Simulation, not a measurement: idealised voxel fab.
process module | voxel released beams
cross-section cut | 155 nm wide | cells 5 nm
A cross-section is a grid of square cells, given in bands from the top down. A band is one or more rows of cells.
Each band's line starts with the height of the band's top and of its bottom, in nm. Then come its materials from left to right, each with its width in nm. One material with "throughout" fills the band from edge to edge. "air" is empty space.
Height 0 is the level under which the wafer as received is all one material. The lowest band goes on downwards, as in "0 down".
A width such as "30 to 40" changes by the same amount from each row of cells to the next, from the band's top row to its bottom row.
"no change" after a step means that no cell of the cross-section changed.
closed voids: empty space of 8 cells or more with no open way to the top, each as width x height at its distance from the left edge, in nm
after a step's settings: what the simulator itself notes on the step
overlay nm, on a step with a mask: how far to the right of its planned place the mask lay; to the left if negative
Each pair below shows a cross-section before one step and the cross-section after it, down to the lowest band that changed. The line under each pair gives the step between them, with its settings. The pairs can come from different runs of this module on the same starting wafer, so a pair continues from the pair above only where its "before" says so.
before
  0 down: Si throughout
  closed voids: none
after
  10 to 0: Al2O3 throughout
  below 0: unchanged
  closed voids: none
the step between: op CONFORMAL_DEP | material Al2O3 | thk nm 10
before: the cross-section after the pair above
after
  20 to 10: SiO2 throughout
  below 10: unchanged
  closed voids: none
the step between: op DIRECTIONAL_DEP | material SiO2 | thk nm 10
before: the cross-section after the pair above
after
  35 to 20: aC throughout
  below 20: unchanged
  closed voids: none
the step between: op DIRECTIONAL_DEP | material aC | thk nm 15
before: the cross-section after the pair above
after
  70 to 35: resist 35 | air 40 | resist 80
  below 35: unchanged
  closed voids: none
the step between: op PATTERN | tone open | mask id ANCHOR | material resist | width nm 40 | thk nm 35 | overlay nm 0
before: the cross-section after the pair above
after
  55 to 35: resist 35 | air 40 | resist 80
  35 to 20: aC 35 | air 40 | aC 80
  below 20: unchanged
  closed voids: none
the step between: op DIRECTIONAL_ETCH | etch materials aC | depth nm 15
before: the cross-section after the pair above
after
  35 to 20: aC 35 | air 40 | aC 80
  below 20: unchanged
  closed voids: none
the step between: op STRIP | etch materials resist
before: the cross-section after the pair above
after
  35 to 20: aC 35 | air 40 | aC 80
  20 to 10: SiO2 35 | air 40 | SiO2 80
  below 10: unchanged
  closed voids: none
the step between: op DIRECTIONAL_ETCH | etch materials SiO2 | depth nm 10
before: the cross-section after the pair above
after
  20 to 10: SiO2 35 | air 40 | SiO2 80
  below 10: unchanged
  closed voids: none
the step between: op STRIP | etch materials aC
before: the cross-section after the pair above
after
  35 to 25: SiN 50 | air 10 | SiN 95
  25 to 20: SiN throughout
  20 to 10: SiO2 35 | SiN 40 | SiO2 80
  below 10: unchanged
  closed voids: none
the step between: op CONFORMAL_DEP | material SiN | thk nm 15
before: the cross-section after the pair above
after
  35 to 25: air 30 | SiN 20 | air 10 | SiN 60 | air 35
  25 to 20: air 30 | SiN 90 | air 35
  below 20: unchanged
  closed voids: none
the step between: op MASKED_ETCH | tone cover | mask id BEAM | width nm 90 | etch materials SiN | depth nm 15 | overlay nm 0
before: the cross-section after the pair above
after
  35 to 25: air 30 | SiN 20 | air 10 | SiN 60 | air 35
  25 to 20: air 30 | SiN 90 | air 35
  20 to 10: air 35 | SiN 40 | air 80
  below 10: unchanged
  closed voids: none
the step between: op STRIP | etch materials SiO2
before
  0 down: Si throughout
  closed voids: none
after
  10 to 0: SiO2 throughout
  below 0: unchanged
  closed voids: none
the step between: op DIRECTIONAL_DEP | material SiO2 | thk nm 10
before: the cross-section after the pair above
after
  25 to 10: aC throughout
  below 10: unchanged
  closed voids: none
the step between: op DIRECTIONAL_DEP | material aC | thk nm 15
before: the cross-section after the pair above
after
  60 to 25: resist 35 | air 40 | resist 80
  below 25: unchanged
  closed voids: none
the step between: op PATTERN | tone open | mask id ANCHOR | material resist | width nm 40 | thk nm 35 | overlay nm 0
before: the cross-section after the pair above
after
  45 to 25: resist 35 | air 40 | resist 80
  25 to 10: aC 35 | air 40 | aC 80
  below 10: unchanged
  closed voids: none
the step between: op DIRECTIONAL_ETCH | etch materials aC | depth nm 15
before: the cross-section after the pair above
after
  25 to 10: aC 35 | air 40 | aC 80
  below 10: unchanged
  closed voids: none
the step between: op STRIP | etch materials resist
before: the cross-section after the pair above
after
  25 to 10: aC 35 | air 40 | aC 80
  10 to 0: SiO2 35 | air 40 | SiO2 80
  below 0: unchanged
  closed voids: none
the step between: op DIRECTIONAL_ETCH | etch materials SiO2 | depth nm 10
before: the cross-section after the pair above
after
  10 to 0: SiO2 35 | air 40 | SiO2 80
  below 0: unchanged
  closed voids: none
the step between: op STRIP | etch materials aC
before: the cross-section after the pair above
after
  25 to 15: SiN 50 | air 10 | SiN 95
  15 to 10: SiN throughout
  10 to 0: SiO2 35 | SiN 40 | SiO2 80
  below 0: unchanged
  closed voids: none
the step between: op CONFORMAL_DEP | material SiN | thk nm 15
before: the cross-section after the pair above
after
  25 to 15: air 30 | SiN 20 | air 10 | SiN 60 | air 35
  15 to 10: air 30 | SiN 90 | air 35
  below 10: unchanged
  closed voids: none
the step between: op MASKED_ETCH | tone cover | mask id BEAM | width nm 90 | etch materials SiN | depth nm 15 | overlay nm 0
before: the cross-section after the pair above
after
  25 to 15: air 30 | SiN 20 | air 10 | SiN 60 | air 35
  15 to 10: air 30 | SiN 90 | air 35
  10 to 0: air 35 | SiN 40 | air 80
  below 0: unchanged
  closed voids: none
the step between: op STRIP | etch materials SiO2
before
  35 to 25: SiN 50 | air 10 | SiN 95
  25 to 20: SiN throughout
  20 to 10: SiO2 35 | SiN 40 | SiO2 80
  10 to 0: Al2O3 throughout
  0 down: Si throughout
  closed voids: none
after
  50 to 20: SiN throughout
  below 20: unchanged
  closed voids: none
the step between: op CONFORMAL_DEP | material SiN | thk nm 15
before: the cross-section after the pair above
after
  50 to 35: air 30 | SiN 90 | air 35
  below 35: unchanged
  closed voids: none
the step between: op MASKED_ETCH | tone cover | mask id BEAM | width nm 90 | etch materials SiN | depth nm 15 | overlay nm 0
before
  10 to 0: SiO2 throughout
  0 down: Si throughout
  closed voids: none
after
  20 to 10: Al2O3 throughout
  below 10: unchanged
  closed voids: none
the step between: op CONFORMAL_DEP | material Al2O3 | thk nm 10
before: the cross-section after the pair above
after
  35 to 20: aC throughout
  below 20: unchanged
  closed voids: none
the step between: op DIRECTIONAL_DEP | material aC | thk nm 15
before: the cross-section after the pair above
after
  70 to 35: resist 35 | air 40 | resist 80
  below 35: unchanged
  closed voids: none
the step between: op PATTERN | tone open | mask id ANCHOR | material resist | width nm 40 | thk nm 35 | overlay nm 0
before: the cross-section after the pair above
after
  55 to 35: resist 35 | air 40 | resist 80
  35 to 20: aC 35 | air 40 | aC 80
  below 20: unchanged
  closed voids: none
the step between: op DIRECTIONAL_ETCH | etch materials aC | depth nm 15
before: the cross-section after the pair above
after
  35 to 20: aC 35 | air 40 | aC 80
  below 20: unchanged
  closed voids: none
the step between: op STRIP | etch materials resist
before: the cross-section after the pair above
after
  20 to 10: Al2O3 throughout
  below 10: unchanged
  closed voids: none
the step between: op STRIP | etch materials aC
before: the cross-section after the pair above
after
  35 to 20: SiN throughout
  below 20: unchanged
  closed voids: none
the step between: op CONFORMAL_DEP | material SiN | thk nm 15
before: the cross-section after the pair above
after
  35 to 20: air 30 | SiN 90 | air 35
  below 20: unchanged
  closed voids: none
the step between: op MASKED_ETCH | tone cover | mask id BEAM | width nm 90 | etch materials SiN | depth nm 15 | overlay nm 0
before
  20 to 10: SiO2 35 | air 40 | SiO2 80
  10 to 0: Al2O3 throughout
  0 down: Si throughout
  closed voids: none
after
  45 to 20: SiN throughout
  20 to 10: SiO2 35 | SiN 40 | SiO2 80
  below 10: unchanged
  closed voids: none
the step between: op CONFORMAL_DEP | material SiN | thk nm 25
before: the cross-section after the pair above
after
  45 to 30: air 30 | SiN 90 | air 35
  below 30: unchanged
  closed voids: none
the step between: op MASKED_ETCH | tone cover | mask id BEAM | width nm 90 | etch materials SiN | depth nm 15 | overlay nm 0
before
  35 to 20: aC throughout
  20 to 10: SiO2 throughout
  10 to 0: Al2O3 throughout
  0 down: Si throughout
  closed voids: none
after
  70 to 35: resist 35 | air 45 | resist 75
  below 35: unchanged
  closed voids: none
the step between: op PATTERN | tone open | mask id ANCHOR | material resist | width nm 45 | thk nm 35 | overlay nm 0
before: the cross-section after the pair above
after
  55 to 35: resist 35 | air 45 | resist 75
  35 to 20: aC 35 | air 45 | aC 75
  below 20: unchanged
  closed voids: none
the step between: op DIRECTIONAL_ETCH | etch materials aC | depth nm 15
before: the cross-section after the pair above
after
  35 to 20: aC 35 | air 45 | aC 75
  below 20: unchanged
  closed voids: none
the step between: op STRIP | etch materials resist
before: the cross-section after the pair above
after
  35 to 20: aC 35 | air 45 | aC 75
  20 to 10: SiO2 35 | air 45 | SiO2 75
  below 10: unchanged
  closed voids: none
the step between: op DIRECTIONAL_ETCH | etch materials SiO2 | depth nm 10
before: the cross-section after the pair above
after
  20 to 10: SiO2 35 | air 45 | SiO2 75
  below 10: unchanged
  closed voids: none
the step between: op STRIP | etch materials aC
before: the cross-section after the pair above
after
  35 to 25: SiN 50 | air 15 | SiN 90
  25 to 20: SiN throughout
  20 to 10: SiO2 35 | SiN 45 | SiO2 75
  below 10: unchanged
  closed voids: none
the step between: op CONFORMAL_DEP | material SiN | thk nm 15
before: the cross-section after the pair above
after
  35 to 25: air 30 | SiN 20 | air 15 | SiN 55 | air 35
  25 to 20: air 30 | SiN 90 | air 35
  below 20: unchanged
  closed voids: none
the step between: op MASKED_ETCH | tone cover | mask id BEAM | width nm 90 | etch materials SiN | depth nm 15 | overlay nm 0
before: the cross-section after the pair above
after
  35 to 25: air 30 | SiN 20 | air 15 | SiN 55 | air 35
  25 to 20: air 30 | SiN 90 | air 35
  20 to 10: air 35 | SiN 45 | air 75
  below 10: unchanged
  closed voids: none
the step between: op STRIP | etch materials SiO2
before
  35 to 20: aC throughout
  20 to 10: SiO2 throughout
  10 to 0: Al2O3 throughout
  0 down: Si throughout
  closed voids: none
after
  70 to 35: resist 40 | air 40 | resist 75
  below 35: unchanged
  closed voids: none
the step between: op PATTERN | tone open | mask id ANCHOR | material resist | width nm 40 | thk nm 35 | overlay nm 5
before: the cross-section after the pair above
after
  55 to 35: resist 40 | air 40 | resist 75
  35 to 20: aC 40 | air 40 | aC 75
  below 20: unchanged
  closed voids: none
the step between: op DIRECTIONAL_ETCH | etch materials aC | depth nm 15
before: the cross-section after the pair above
after
  35 to 20: aC 40 | air 40 | aC 75
  below 20: unchanged
  closed voids: none
the step between: op STRIP | etch materials resist
before: the cross-section after the pair above
after
  35 to 20: aC 40 | air 40 | aC 75
  20 to 10: SiO2 40 | air 40 | SiO2 75
  below 10: unchanged
  closed voids: none
the step between: op DIRECTIONAL_ETCH | etch materials SiO2 | depth nm 10
before: the cross-section after the pair above
after
  20 to 10: SiO2 40 | air 40 | SiO2 75
  below 10: unchanged
  closed voids: none
the step between: op STRIP | etch materials aC
before: the cross-section after the pair above
after
  35 to 25: SiN 55 | air 10 | SiN 90
  25 to 20: SiN throughout
  20 to 10: SiO2 40 | SiN 40 | SiO2 75
  below 10: unchanged
  closed voids: none
the step between: op CONFORMAL_DEP | material SiN | thk nm 15
before: the cross-section after the pair above
after
  35 to 25: air 30 | SiN 25 | air 10 | SiN 55 | air 35
  25 to 20: air 30 | SiN 90 | air 35
  below 20: unchanged
  closed voids: none
the step between: op MASKED_ETCH | tone cover | mask id BEAM | width nm 90 | etch materials SiN | depth nm 15 | overlay nm 0
before: the cross-section after the pair above
after
  35 to 25: air 30 | SiN 25 | air 10 | SiN 55 | air 35
  25 to 20: air 30 | SiN 90 | air 35
  20 to 10: air 40 | SiN 40 | air 75
  below 10: unchanged
  closed voids: none
the step between: op STRIP | etch materials SiO2
before
  10 to 0: Al2O3 throughout
  0 down: Si throughout
  closed voids: none
after
  20 to 10: SiN throughout
  below 10: unchanged
  closed voids: none
the step between: op DIRECTIONAL_DEP | material SiN | thk nm 10
before: the cross-section after the pair above
after
  35 to 20: aC throughout
  below 20: unchanged
  closed voids: none
the step between: op DIRECTIONAL_DEP | material aC | thk nm 15
before: the cross-section after the pair above
after
  70 to 35: resist 35 | air 40 | resist 80
  below 35: unchanged
  closed voids: none
the step between: op PATTERN | tone open | mask id ANCHOR | material resist | width nm 40 | thk nm 35 | overlay nm 0
before: the cross-section after the pair above
after
  55 to 35: resist 35 | air 40 | resist 80
  35 to 20: aC 35 | air 40 | aC 80
  below 20: unchanged
  closed voids: none
the step between: op DIRECTIONAL_ETCH | etch materials aC | depth nm 15
before: the cross-section after the pair above
after
  35 to 20: aC 35 | air 40 | aC 80
  below 20: unchanged
  closed voids: none
the step between: op STRIP | etch materials resist
before: the cross-section after the pair above
after
  20 to 10: SiN throughout
  below 10: unchanged
  closed voids: none
the step between: op STRIP | etch materials aC
before: the cross-section after the pair above
after
  35 to 10: SiN throughout
  below 10: unchanged
  closed voids: none
the step between: op CONFORMAL_DEP | material SiN | thk nm 15
before: the cross-section after the pair above
after
  35 to 20: air 30 | SiN 90 | air 35
  below 20: unchanged
  closed voids: none
the step between: op MASKED_ETCH | tone cover | mask id BEAM | width nm 90 | etch materials SiN | depth nm 15 | overlay nm 0
before
  35 to 20: aC throughout
  20 to 10: SiO2 throughout
  10 to 0: Al2O3 throughout
  0 down: Si throughout
  closed voids: none
after
  70 to 35: air 35 | resist 40 | air 80
  below 35: unchanged
  closed voids: none
the step between: op PATTERN | tone cover | mask id ANCHOR | material resist | width nm 40 | thk nm 35 | overlay nm 0
before: the cross-section after the pair above
after
  55 to 35: air 35 | resist 40 | air 80
  35 to 20: air 35 | aC 40 | air 80
  below 20: unchanged
  closed voids: none
the step between: op DIRECTIONAL_ETCH | etch materials aC | depth nm 15
before: the cross-section after the pair above
after
  35 to 20: air 35 | aC 40 | air 80
  below 20: unchanged
  closed voids: none
the step between: op STRIP | etch materials resist
before: the cross-section after the pair above
after
  35 to 20: air 35 | aC 40 | air 80
  20 to 10: air 35 | SiO2 40 | air 80
  below 10: unchanged
  closed voids: none
the step between: op DIRECTIONAL_ETCH | etch materials SiO2 | depth nm 10
before: the cross-section after the pair above
after
  20 to 10: air 35 | SiO2 40 | air 80
  below 10: unchanged
  closed voids: none
the step between: op STRIP | etch materials aC
before: the cross-section after the pair above
after
  35 to 25: air 20 | SiN 70 | air 65
  25 to 20: SiN throughout
  20 to 10: SiN 35 | SiO2 40 | SiN 80
  below 10: unchanged
  closed voids: none
the step between: op CONFORMAL_DEP | material SiN | thk nm 15
before: the cross-section after the pair above
after
  35 to 25: air 30 | SiN 60 | air 65
  25 to 20: air 30 | SiN 90 | air 35
  20 to 10: air 20 | SiN 15 | SiO2 40 | SiN 45 | air 35
  below 10: unchanged
  closed voids: none
the step between: op MASKED_ETCH | tone cover | mask id BEAM | width nm 90 | etch materials SiN | depth nm 15 | overlay nm 0
